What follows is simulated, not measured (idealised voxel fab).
This section sets out a process module, namely voxel plated lines.
cross-section cut | 245 nm wide | cells 5 nm
Cross-section spec: square-cell grid; bands listed top down; each band is one or more rows.
Read a band's entry like this: the first values are the height of its top and the height of its bottom in nm, and what follows is the sequence of materials from left to right, each with its width in nm. Note that "blank" is empty space, and that a single material marked "all across" reaches across the band from edge to edge.
Zero point of the height axis is 0; under it, received wafer = one material. Lowest band: continues down indefinitely, "0 down".
Per-row width for "30..40": begins at first number (top row of band), ends at second number (bottom row), increment between rows held constant.
"nothing altered" -> step changed no cross-section cell.
"Cavities, sealed" means: voids of 8 cells or more that are shut off from the top with no open way through. Written width x height at distance, distance from the left edge, in nm.
after a step's settings: what the simulator itself notes on the step
When a step includes a mask, the "overlay nm" setting on its line states how far to the right of its planned place that mask lay, and negative values state how far to the left.
-- Steps planned for the process
- 1: RECEIVE, material Si
- 2: CONFORMAL_DEP, material SiN, thk nm 10
- 3: DIRECTIONAL_DEP, material TiN, thk nm 5
- 4: PATTERN, tone open, mask id LINES, material resist, width nm 30, pitch nm 55, thk nm 35, overlay nm 0
- 5: EPI, material Ru, thk nm 10
- 6: EPI, material Ru, thk nm 5
- 7: EPI, material Ru, thk nm 5
- 8: STRIP, etch materials resist
- 9: DIRECTIONAL_ETCH, etch materials TiN, depth nm 5
- 10: CONFORMAL_DEP, material SiO2, thk nm 5
-- Here's what the wafer looked like in cross-section when it arrived - that's after step 1
* 0 down  Si all across
* Cavities, sealed: none
-- a wafer at the end: this start, this plan, one mistake
* 50 to 45  blank 20  SiO2 40  blank 15  SiO2 40  blank 15  SiO2 40  blank 15  SiO2 40  blank 20
* 45 to 15  blank 20  SiO2 5  Ru 30  SiO2 5  blank 15  SiO2 5  Ru 30  SiO2 5  blank 15  SiO2 5  Ru 30  SiO2 5  blank 15  SiO2 5  Ru 30  SiO2 5  blank 20
* 15 to 10  SiO2 25  TiN 30  SiO2 25  TiN 30  SiO2 25  TiN 30  SiO2 25  TiN 30  SiO2 25
* 10 to 0  SiN all across
* 0 down  Si all across
* Cavities, sealed: none
Finding, execution versus plan: step 5, plan: ran twice
